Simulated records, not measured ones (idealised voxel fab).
Process module heading - voxel transistor to metal
cross-section cut | 300 nm wide | cells 5 nm
For the purposes of this document, a cross-section shall be understood as a grid of square cells, specified as bands listed in top-to-bottom order, each band consisting of one or more rows of cells. Quick guide to a band line: top height, bottom height (nm) up front; then every material left to right with its width in nm. Only one material and it's marked "all across"? Then it fills the band edge to edge. And "empty" just means empty space. Counting heights begins at 0, where everything beneath is, in the wafer as received, one material. The lowest band has no bottom; it goes on downwards, as "top 0, no bottom" shows. The expression "30 to 40" gives the width at the extremes of the band, the first number at its top row of cells and the second at its bottom row, with the width changing by equal amounts from each row to the next in between. Key: "identical to before" - step with no changed cell in the cross-section. Voids not open to the top, 8 cells minimum: see "Sealed voids". Written width x height at distance; distance is from the left edge; nm. Anything after a step's settings on that line? It's the simulator's own note about the step. "overlay nm" on a masked step: distance the mask lay right of its planned place, negative for left.
The process steps that were planned are listed below
step 1: RECEIVE [material Si]
step 2: OXIDIZE [depth nm 5]
step 3: CONFORMAL_DEP [material SiN] [thk nm 10]
step 4: MASKED_ETCH [tone cover] [mask id ACTIVE] [width nm 105] [pitch nm 130] [etch materials SiN] [depth nm 10] [overlay nm 0]
step 5: MASKED_ETCH [tone cover] [mask id ACTIVE] [width nm 105] [pitch nm 130] [etch materials SiO2] [depth nm 5] [overlay nm 0]
step 6: MASKED_ETCH [tone cover] [mask id ACTIVE] [width nm 105] [pitch nm 130] [etch materials Si] [depth nm 30] [overlay nm 0]
step 7: FILL_DEP [material SiO2] [thk nm 15]
step 8: CMP [height nm 10]
step 9: SELECTIVE_ETCH [etch materials SiO2] [depth nm 5]
step 10: STRIP [etch materials SiN]
step 11: SELECTIVE_ETCH [etch materials SiO2] [depth nm 5]
step 12: OXIDIZE [depth nm 5]
step 13: DIRECTIONAL_DEP [material polySi] [thk nm 30]
step 14: DIRECTIONAL_DEP [material SiCN] [thk nm 15]
step 15: MASKED_ETCH [tone cover] [mask id GATE] [width nm 15] [pitch nm 130] [etch materials SiCN] [depth nm 25] [overlay nm 0]
step 16: MASKED_ETCH [tone cover] [mask id GATE] [width nm 15] [pitch nm 130] [etch materials polySi] [depth nm 40] [overlay nm 0]
step 17: CONFORMAL_DEP [material SiN] [thk nm 10]
step 18: DIRECTIONAL_ETCH [etch materials SiN] [depth nm 10]
step 19: DIRECTIONAL_ETCH [etch materials SiO2] [depth nm 5]
step 20: EPI [material SiGe] [thk nm 5]
step 21: FILL_DEP [material SiO2] [thk nm 5]
step 22: CMP [height nm 40]
step 23: DIRECTIONAL_DEP [material SiO2] [thk nm 10]
step 24: DIRECTIONAL_DEP [material aC] [thk nm 10]
step 25: PATTERN [tone open] [mask id CONTACT] [material resist] [width nm 30] [thk nm 25] [overlay nm 0]
step 26: DIRECTIONAL_ETCH [etch materials aC] [depth nm 10]
step 27: STRIP [etch materials resist]
step 28: DIRECTIONAL_ETCH [etch materials SiO2] [depth nm 55]
step 29: STRIP [etch materials aC]
step 30: CONFORMAL_DEP [material TiN] [thk nm 5]
step 31: FILL_DEP [material W] [thk nm 5]
step 32: CMP [height nm 50]
step 33: CONFORMAL_DEP [material SiN] [thk nm 5]
step 34: DIRECTIONAL_DEP [material lowk] [thk nm 25]
step 35: DIRECTIONAL_DEP [material aC] [thk nm 15]
step 36: PATTERN [tone open] [mask id METAL_1] [material resist] [width nm 20] [pitch nm 65] [thk nm 35] [overlay nm 0]
step 37: DIRECTIONAL_ETCH [etch materials aC] [depth nm 15]
step 38: STRIP [etch materials resist]
step 39: DIRECTIONAL_ETCH [etch materials lowk] [depth nm 25]
step 40: DIRECTIONAL_ETCH [etch materials SiN] [depth nm 5]
step 41: STRIP [etch materials aC]
step 42: CONFORMAL_DEP [material TiN] [thk nm 5]
step 43: FILL_DEP [material Ru] [thk nm 10]
step 44: CMP [height nm 80]
step 45: EPI [material Ru] [thk nm 5]
step 46: FILL_DEP [material SiCN] [thk nm 5]
First of two wafers, processed according to plan
This is the cross-section of the wafer as we received it, i.e. after step 1
	top 0, no bottom  Si all across
	Sealed voids: none
Once step 2 is through, the wafer looks like this in cross-section
	top 0, bottom -5  SiO2 all across
	Rest of section, below -5: as before.
Once step 3 is through, the wafer looks like this in cross-section
	top 10, bottom 0  SiN all across
	Rest of section, below 0: as before.
Once step 4 is through, the wafer looks like this in cross-section
	top 10, bottom 0  30 of empty, then 105 of SiN, then 25 of empty, then 105 of SiN, then 35 of empty
	Rest of section, below 0: as before.
Once step 5 is through, the wafer looks like this in cross-section
	top 10, bottom 0  30 of empty, then 105 of SiN, then 25 of empty, then 105 of SiN, then 35 of empty
	top 0, bottom -5  30 of empty, then 105 of SiO2, then 25 of empty, then 105 of SiO2, then 35 of empty
	Rest of section, below -5: as before.
Once step 6 is through, the wafer looks like this in cross-section
	top 10, bottom 0  30 of empty, then 105 of SiN, then 25 of empty, then 105 of SiN, then 35 of empty
	top 0, bottom -5  30 of empty, then 105 of SiO2, then 25 of empty, then 105 of SiO2, then 35 of empty
	top -5, bottom -35  30 of empty, then 105 of Si, then 25 of empty, then 105 of Si, then 35 of empty
	Rest of section, below -35: as before.
Once step 7 is through, the wafer looks like this in cross-section
	top 25, bottom 10  SiO2 all across
	top 10, bottom 0  30 of SiO2, then 105 of SiN, then 25 of SiO2, then 105 of SiN, then 35 of SiO2
	top 0, bottom -5  SiO2 all across
	top -5, bottom -35  30 of SiO2, then 105 of Si, then 25 of SiO2, then 105 of Si, then 35 of SiO2
	Rest of section, below -35: as before.
Once step 8 is through, the wafer looks like this in cross-section
	top 10, bottom 0  30 of SiO2, then 105 of SiN, then 25 of SiO2, then 105 of SiN, then 35 of SiO2
	Rest of section, below 0: as before.
Once step 9 is through, the wafer looks like this in cross-section
	top 10, bottom 5  30 of empty, then 105 of SiN, then 25 of empty, then 105 of SiN, then 35 of empty
	Rest of section, below 5: as before.
Once step 10 is through, the wafer looks like this in cross-section
	top 5, bottom 0  30 of SiO2, then 105 of empty, then 25 of SiO2, then 105 of empty, then 35 of SiO2
	Rest of section, below 0: as before.
Once step 11 is through, the wafer looks like this in cross-section
	top 0, bottom -5  25 of SiO2, then 115 of empty, then 15 of SiO2, then 115 of empty, then 30 of SiO2
	Rest of section, below -5: as before.
Once step 12 is through, the wafer looks like this in cross-section
	top 0, bottom -5  25 of SiO2, then 115 of empty, then 15 of SiO2, then 115 of empty, then 30 of SiO2
	top -5, bottom -10  SiO2 all across
	Rest of section, below -10: as before.
Once step 13 is through, the wafer looks like this in cross-section
	top 30, bottom 25  25 of polySi, then 115 of empty, then 15 of polySi, then 115 of empty, then 30 of polySi
	top 25, bottom 0  polySi all across
	top 0, bottom -5  25 of SiO2, then 115 of polySi, then 15 of SiO2, then 115 of polySi, then 30 of SiO2
	Rest of section, below -5: as before.
Once step 14 is through, the wafer looks like this in cross-section
	top 45, bottom 40  25 of SiCN, then 115 of empty, then 15 of SiCN, then 115 of empty, then 30 of SiCN
	top 40, bottom 30  SiCN all across
	top 30, bottom 25  25 of polySi, then 115 of SiCN, then 15 of polySi, then 115 of SiCN, then 30 of polySi
	Rest of section, below 25: as before.
Once step 15 is through, the wafer looks like this in cross-section
	top 40, bottom 30  75 of empty, then 15 of SiCN, then 115 of empty, then 15 of SiCN, then 80 of empty
	top 30, bottom 25  25 of polySi, then 50 of empty, then 15 of SiCN, then 50 of empty, then 15 of polySi, then 50 of empty, then 15 of SiCN, then 50 of empty, then 30 of polySi
	Rest of section, below 25: as before.
Once step 16 is through, the wafer looks like this in cross-section
	top 40, bottom 25  75 of empty, then 15 of SiCN, then 115 of empty, then 15 of SiCN, then 80 of empty
	top 25, bottom 0  75 of empty, then 15 of polySi, then 115 of empty, then 15 of polySi, then 80 of empty
	top 0, bottom -5  25 of SiO2, then 50 of empty, then 15 of polySi, then 50 of empty, then 15 of SiO2, then 50 of empty, then 15 of polySi, then 50 of empty, then 30 of SiO2
	Rest of section, below -5: as before.
Once step 17 is through, the wafer looks like this in cross-section
	top 50, bottom 40  65 of empty, then 35 of SiN, then 95 of empty, then 35 of SiN, then 70 of empty
	top 40, bottom 25  65 of empty, then 10 of SiN, then 15 of SiCN, then 10 of SiN, then 95 of empty, then 10 of SiN, then 15 of SiCN, then 10 of SiN, then 70 of empty
	top 25, bottom 10  65 of empty, then 10 of SiN, then 15 of polySi, then 10 of SiN, then 95 of empty, then 10 of SiN, then 15 of polySi, then 10 of SiN, then 70 of empty
	top 10, bottom 5  35 of SiN, then 30 of empty, then 10 of SiN, then 15 of polySi, then 10 of SiN, then 30 of empty, then 35 of SiN, then 30 of empty, then 10 of SiN, then 15 of polySi, then 10 of SiN, then 30 of empty, then 40 of SiN
	top 5, bottom 0  75 of SiN, then 15 of polySi, then 115 of SiN, then 15 of polySi, then 80 of SiN
	top 0, bottom -5  25 of SiO2, then 50 of SiN, then 15 of polySi, then 50 of SiN, then 15 of SiO2, then 50 of SiN, then 15 of polySi, then 50 of SiN, then 30 of SiO2
	Rest of section, below -5: as before.
Once step 18 is through, the wafer looks like this in cross-section
	top 40, bottom 25  65 of empty, then 10 of SiN, then 15 of SiCN, then 10 of SiN, then 95 of empty, then 10 of SiN, then 15 of SiCN, then 10 of SiN, then 70 of empty
	top 25, bottom 0  65 of empty, then 10 of SiN, then 15 of polySi, then 10 of SiN, then 95 of empty, then 10 of SiN, then 15 of polySi, then 10 of SiN, then 70 of empty
	top 0, bottom -5  25 of SiO2, then 10 of SiN, then 30 of empty, then 10 of SiN, then 15 of polySi, then 10 of SiN, then 30 of empty, then 10 of SiN, then 15 of SiO2, then 10 of SiN, then 30 of empty, then 10 of SiN, then 15 of polySi, then 10 of SiN, then 30 of empty, then 10 of SiN, then 30 of SiO2
	Rest of section, below -5: as before.
Once step 19 is through, the wafer looks like this in cross-section
	top 40, bottom 25  65 of empty, then 10 of SiN, then 15 of SiCN, then 10 of SiN, then 95 of empty, then 10 of SiN, then 15 of SiCN, then 10 of SiN, then 70 of empty
	top 25, bottom 0  65 of empty, then 10 of SiN, then 15 of polySi, then 10 of SiN, then 95 of empty, then 10 of SiN, then 15 of polySi, then 10 of SiN, then 70 of empty
	top 0, bottom -5  25 of empty, then 10 of SiN, then 30 of empty, then 10 of SiN, then 15 of polySi, then 10 of SiN, then 30 of empty, then 10 of SiN, then 15 of empty, then 10 of SiN, then 30 of empty, then 10 of SiN, then 15 of polySi, then 10 of SiN, then 30 of empty, then 10 of SiN, then 30 of empty
	top -5, bottom -10  35 of SiO2, then 30 of empty, then 35 of SiO2, then 30 of empty, then 35 of SiO2, then 30 of empty, then 35 of SiO2, then 30 of empty, then 40 of SiO2
	Rest of section, below -10: as before.
Once step 20 is through, the wafer looks like this in cross-section
	top 40, bottom 25  65 of empty, then 10 of SiN, then 15 of SiCN, then 10 of SiN, then 95 of empty, then 10 of SiN, then 15 of SiCN, then 10 of SiN, then 70 of empty
	top 25, bottom 0  65 of empty, then 10 of SiN, then 15 of polySi, then 10 of SiN, then 95 of empty, then 10 of SiN, then 15 of polySi, then 10 of SiN, then 70 of empty
	top 0, bottom -5  25 of empty, then 10 of SiN, then 30 of empty, then 10 of SiN, then 15 of polySi, then 10 of SiN, then 30 of empty, then 10 of SiN, then 15 of empty, then 10 of SiN, then 30 of empty, then 10 of SiN, then 15 of polySi, then 10 of SiN, then 30 of empty, then 10 of SiN, then 30 of empty
	top -5, bottom -10  35 of SiO2, then 30 of SiGe, then 35 of SiO2, then 30 of SiGe, then 35 of SiO2, then 30 of SiGe, then 35 of SiO2, then 30 of SiGe, then 40 of SiO2
	Rest of section, below -10: as before.
Once step 21 is through, the wafer looks like this in cross-section
	top 45, bottom 40  SiO2 all across
	top 40, bottom 25  65 of SiO2, then 10 of SiN, then 15 of SiCN, then 10 of SiN, then 95 of SiO2, then 10 of SiN, then 15 of SiCN, then 10 of SiN, then 70 of SiO2
	top 25, bottom 0  65 of SiO2, then 10 of SiN, then 15 of polySi, then 10 of SiN, then 95 of SiO2, then 10 of SiN, then 15 of polySi, then 10 of SiN, then 70 of SiO2
	top 0, bottom -5  25 of SiO2, then 10 of SiN, then 30 of SiO2, then 10 of SiN, then 15 of polySi, then 10 of SiN, then 30 of SiO2, then 10 of SiN, then 15 of SiO2, then 10 of SiN, then 30 of SiO2, then 10 of SiN, then 15 of polySi, then 10 of SiN, then 30 of SiO2, then 10 of SiN, then 30 of SiO2
	Rest of section, below -5: as before.
Once step 22 is through, the wafer looks like this in cross-section
	top 40, bottom 25  65 of SiO2, then 10 of SiN, then 15 of SiCN, then 10 of SiN, then 95 of SiO2, then 10 of SiN, then 15 of SiCN, then 10 of SiN, then 70 of SiO2
	Rest of section, below 25: as before.
Once step 23 is through, the wafer looks like this in cross-section
	top 50, bottom 40  SiO2 all across
	Rest of section, below 40: as before.
Once step 24 is through, the wafer looks like this in cross-section
	top 60, bottom 50  aC all across
	Rest of section, below 50: as before.
Once step 25 is through, the wafer looks like this in cross-section
	top 85, bottom 60  40 of resist, then 30 of empty, then 25 of resist, then 30 of empty, then 45 of resist, then 30 of empty, then 25 of resist, then 30 of empty, then 45 of resist
	Rest of section, below 60: as before.
Once step 26 is through, the wafer looks like this in cross-section
	top 75, bottom 60  40 of resist, then 30 of empty, then 25 of resist, then 30 of empty, then 45 of resist, then 30 of empty, then 25 of resist, then 30 of empty, then 45 of resist
	top 60, bottom 50  40 of aC, then 30 of empty, then 25 of aC, then 30 of empty, then 45 of aC, then 30 of empty, then 25 of aC, then 30 of empty, then 45 of aC
	Rest of section, below 50: as before.
Once step 27 is through, the wafer looks like this in cross-section
	top 60, bottom 50  40 of aC, then 30 of empty, then 25 of aC, then 30 of empty, then 45 of aC, then 30 of empty, then 25 of aC, then 30 of empty, then 45 of aC
	Rest of section, below 50: as before.
Once step 28 is through, the wafer looks like this in cross-section
	top 60, bottom 50  40 of aC, then 30 of empty, then 25 of aC, then 30 of empty, then 45 of aC, then 30 of empty, then 25 of aC, then 30 of empty, then 45 of aC
	top 50, bottom 40  40 of SiO2, then 30 of empty, then 25 of SiO2, then 30 of empty, then 45 of SiO2, then 30 of empty, then 25 of SiO2, then 30 of empty, then 45 of SiO2
	top 40, bottom 25  40 of SiO2, then 25 of empty, then 10 of SiN, then 15 of SiCN, then 10 of SiN, then 25 of empty, then 45 of SiO2, then 25 of empty, then 10 of SiN, then 15 of SiCN, then 10 of SiN, then 25 of empty, then 45 of SiO2
	top 25, bottom 0  40 of SiO2, then 25 of empty, then 10 of SiN, then 15 of polySi, then 10 of SiN, then 25 of empty, then 45 of SiO2, then 25 of empty, then 10 of SiN, then 15 of polySi, then 10 of SiN, then 25 of empty, then 45 of SiO2
	top 0, bottom -5  25 of SiO2, then 10 of SiN, then 5 of SiO2, then 25 of empty, then 10 of SiN, then 15 of polySi, then 10 of SiN, then 25 of empty, then 5 of SiO2, then 10 of SiN, then 15 of SiO2, then 10 of SiN, then 5 of SiO2, then 25 of empty, then 10 of SiN, then 15 of polySi, then 10 of SiN, then 25 of empty, then 5 of SiO2, then 10 of SiN, then 30 of SiO2
	Rest of section, below -5: as before.
Once step 29 is through, the wafer looks like this in cross-section
	top 50, bottom 40  40 of SiO2, then 30 of empty, then 25 of SiO2, then 30 of empty, then 45 of SiO2, then 30 of empty, then 25 of SiO2, then 30 of empty, then 45 of SiO2
	Rest of section, below 40: as before.
Once step 30 is through, the wafer looks like this in cross-section
	top 55, bottom 50  45 of TiN, then 20 of empty, then 35 of TiN, then 20 of empty, then 55 of TiN, then 20 of empty, then 35 of TiN, then 20 of empty, then 50 of TiN
	top 50, bottom 40  40 of SiO2, then 5 of TiN, then 20 to 15 of empty, then 5 to 10 of TiN, then 25 of SiO2, then 5 to 10 of TiN, then 20 to 15 of empty, then 5 of TiN, then 45 of SiO2, then 5 of TiN, then 20 to 15 of empty, then 5 to 10 of TiN, then 25 of SiO2, then 5 to 10 of TiN, then 20 to 15 of empty, then 5 of TiN, then 45 of SiO2
	top 40, bottom 25  40 of SiO2, then 5 of TiN, then 15 of empty, then 5 of TiN, then 10 of SiN, then 15 of SiCN, then 10 of SiN, then 5 of TiN, then 15 of empty, then 5 of TiN, then 45 of SiO2, then 5 of TiN, then 15 of empty, then 5 of TiN, then 10 of SiN, then 15 of SiCN, then 10 of SiN, then 5 of TiN, then 15 of empty, then 5 of TiN, then 45 of SiO2
	top 25, bottom 0  40 of SiO2, then 5 of TiN, then 15 of empty, then 5 of TiN, then 10 of SiN, then 15 of polySi, then 10 of SiN, then 5 of TiN, then 15 of empty, then 5 of TiN, then 45 of SiO2, then 5 of TiN, then 15 of empty, then 5 of TiN, then 10 of SiN, then 15 of polySi, then 10 of SiN, then 5 of TiN, then 15 of empty, then 5 of TiN, then 45 of SiO2
	top 0, bottom -5  25 of SiO2, then 10 of SiN, then 5 of SiO2, then 25 of TiN, then 10 of SiN, then 15 of polySi, then 10 of SiN, then 25 of TiN, then 5 of SiO2, then 10 of SiN, then 15 of SiO2, then 10 of SiN, then 5 of SiO2, then 25 of TiN, then 10 of SiN, then 15 of polySi, then 10 of SiN, then 25 of TiN, then 5 of SiO2, then 10 of SiN, then 30 of SiO2
	Rest of section, below -5: as before.
Once step 31 is through, the wafer looks like this in cross-section
	top 60, bottom 55  W all across
	top 55, bottom 50  45 of TiN, then 20 of W, then 35 of TiN, then 20 of W, then 55 of TiN, then 20 of W, then 35 of TiN, then 20 of W, then 50 of TiN
	top 50, bottom 40  40 of SiO2, then 5 of TiN, then 20 to 15 of W, then 5 to 10 of TiN, then 25 of SiO2, then 5 to 10 of TiN, then 20 to 15 of W, then 5 of TiN, then 45 of SiO2, then 5 of TiN, then 20 to 15 of W, then 5 to 10 of TiN, then 25 of SiO2, then 5 to 10 of TiN, then 20 to 15 of W, then 5 of TiN, then 45 of SiO2
	top 40, bottom 25  40 of SiO2, then 5 of TiN, then 15 of W, then 5 of TiN, then 10 of SiN, then 15 of SiCN, then 10 of SiN, then 5 of TiN, then 15 of W, then 5 of TiN, then 45 of SiO2, then 5 of TiN, then 15 of W, then 5 of TiN, then 10 of SiN, then 15 of SiCN, then 10 of SiN, then 5 of TiN, then 15 of W, then 5 of TiN, then 45 of SiO2
	top 25, bottom 0  40 of SiO2, then 5 of TiN, then 15 of W, then 5 of TiN, then 10 of SiN, then 15 of polySi, then 10 of SiN, then 5 of TiN, then 15 of W, then 5 of TiN, then 45 of SiO2, then 5 of TiN, then 15 of W, then 5 of TiN, then 10 of SiN, then 15 of polySi, then 10 of SiN, then 5 of TiN, then 15 of W, then 5 of TiN, then 45 of SiO2
	Rest of section, below 0: as before.
Once step 32 is through, the wafer looks like this in cross-section
	top 50, bottom 40  40 of SiO2, then 5 of TiN, then 20 to 15 of W, then 5 to 10 of TiN, then 25 of SiO2, then 5 to 10 of TiN, then 20 to 15 of W, then 5 of TiN, then 45 of SiO2, then 5 of TiN, then 20 to 15 of W, then 5 to 10 of TiN, then 25 of SiO2, then 5 to 10 of TiN, then 20 to 15 of W, then 5 of TiN, then 45 of SiO2
	Rest of section, below 40: as before.
Once step 33 is through, the wafer looks like this in cross-section
	top 55, bottom 50  SiN all across
	Rest of section, below 50: as before.
Once step 34 is through, the wafer looks like this in cross-section
	top 80, bottom 55  lowk all across
	Rest of section, below 55: as before.
Once step 35 is through, the wafer looks like this in cross-section
	top 95, bottom 80  aC all across
	Rest of section, below 80: as before.
Once step 36 is through, the wafer looks like this in cross-section
	top 130, bottom 95  40 of resist, then 20 of empty, then 45 of resist, then 20 of empty, then 45 of resist, then 20 of empty, then 45 of resist, then 20 of empty, then 45 of resist
	Rest of section, below 95: as before.
Once step 37 is through, the wafer looks like this in cross-section
	top 115, bottom 95  40 of resist, then 20 of empty, then 45 of resist, then 20 of empty, then 45 of resist, then 20 of empty, then 45 of resist, then 20 of empty, then 45 of resist
	top 95, bottom 80  40 of aC, then 20 of empty, then 45 of aC, then 20 of empty, then 45 of aC, then 20 of empty, then 45 of aC, then 20 of empty, then 45 of aC
	Rest of section, below 80: as before.
Once step 38 is through, the wafer looks like this in cross-section
	top 95, bottom 80  40 of aC, then 20 of empty, then 45 of aC, then 20 of empty, then 45 of aC, then 20 of empty, then 45 of aC, then 20 of empty, then 45 of aC
	Rest of section, below 80: as before.
Once step 39 is through, the wafer looks like this in cross-section
	top 95, bottom 80  40 of aC, then 20 of empty, then 45 of aC, then 20 of empty, then 45 of aC, then 20 of empty, then 45 of aC, then 20 of empty, then 45 of aC
	top 80, bottom 55  40 of lowk, then 20 of empty, then 45 of lowk, then 20 of empty, then 45 of lowk, then 20 of empty, then 45 of lowk, then 20 of empty, then 45 of lowk
	Rest of section, below 55: as before.
Once step 40 is through, the wafer looks like this in cross-section
	top 95, bottom 80  40 of aC, then 20 of empty, then 45 of aC, then 20 of empty, then 45 of aC, then 20 of empty, then 45 of aC, then 20 of empty, then 45 of aC
	top 80, bottom 55  40 of lowk, then 20 of empty, then 45 of lowk, then 20 of empty, then 45 of lowk, then 20 of empty, then 45 of lowk, then 20 of empty, then 45 of lowk
	top 55, bottom 50  40 of SiN, then 20 of empty, then 45 of SiN, then 20 of empty, then 45 of SiN, then 20 of empty, then 45 of SiN, then 20 of empty, then 45 of SiN
	Rest of section, below 50: as before.
Once step 41 is through, the wafer looks like this in cross-section
	top 80, bottom 55  40 of lowk, then 20 of empty, then 45 of lowk, then 20 of empty, then 45 of lowk, then 20 of empty, then 45 of lowk, then 20 of empty, then 45 of lowk
	Rest of section, below 55: as before.
Once step 42 is through, the wafer looks like this in cross-section
	top 85, bottom 80  45 of TiN, then 10 of empty, then 55 of TiN, then 10 of empty, then 55 of TiN, then 10 of empty, then 55 of TiN, then 10 of empty, then 50 of TiN
	top 80, bottom 55  40 of lowk, then 5 of TiN, then 10 of empty, then 5 of TiN, then 45 of lowk, then 5 of TiN, then 10 of empty, then 5 of TiN, then 45 of lowk, then 5 of TiN, then 10 of empty, then 5 of TiN, then 45 of lowk, then 5 of TiN, then 10 of empty, then 5 of TiN, then 45 of lowk
	top 55, bottom 50  40 of SiN, then 20 of TiN, then 45 of SiN, then 20 of TiN, then 45 of SiN, then 20 of TiN, then 45 of SiN, then 20 of TiN, then 45 of SiN
	Rest of section, below 50: as before.
Once step 43 is through, the wafer looks like this in cross-section
	top 95, bottom 85  Ru all across
	top 85, bottom 80  45 of TiN, then 10 of Ru, then 55 of TiN, then 10 of Ru, then 55 of TiN, then 10 of Ru, then 55 of TiN, then 10 of Ru, then 50 of TiN
	top 80, bottom 55  40 of lowk, then 5 of TiN, then 10 of Ru, then 5 of TiN, then 45 of lowk, then 5 of TiN, then 10 of Ru, then 5 of TiN, then 45 of lowk, then 5 of TiN, then 10 of Ru, then 5 of TiN, then 45 of lowk, then 5 of TiN, then 10 of Ru, then 5 of TiN, then 45 of lowk
	Rest of section, below 55: as before.
Once step 44 is through, the wafer looks like this in cross-section
	top 80, bottom 55  40 of lowk, then 5 of TiN, then 10 of Ru, then 5 of TiN, then 45 of lowk, then 5 of TiN, then 10 of Ru, then 5 of TiN, then 45 of lowk, then 5 of TiN, then 10 of Ru, then 5 of TiN, then 45 of lowk, then 5 of TiN, then 10 of Ru, then 5 of TiN, then 45 of lowk
	Rest of section, below 55: as before.
Once step 45 is through, the wafer looks like this in cross-section
	top 85, bottom 80  35 of empty, then 30 of Ru, then 35 of empty, then 30 of Ru, then 35 of empty, then 30 of Ru, then 35 of empty, then 30 of Ru, then 40 of empty
	Rest of section, below 80: as before.
Once step 46 is through, the wafer looks like this in cross-section
	top 90, bottom 85  SiCN all across
	top 85, bottom 80  35 of SiCN, then 30 of Ru, then 35 of SiCN, then 30 of Ru, then 35 of SiCN, then 30 of Ru, then 35 of SiCN, then 30 of Ru, then 40 of SiCN
	Rest of section, below 80: as before.
Second Wafer (Identical Start and Plan, One Processing Error; Matches First Wafer Through Step 45)
Second wafer, section view, time point: scheduled end of step 46: identical to before
Where did the run depart from the plan? yeah, step 46 of the plan got skipped, never ran
Final cells, second wafer relative to first, materials higher or lower: SiCN: 96 fewer
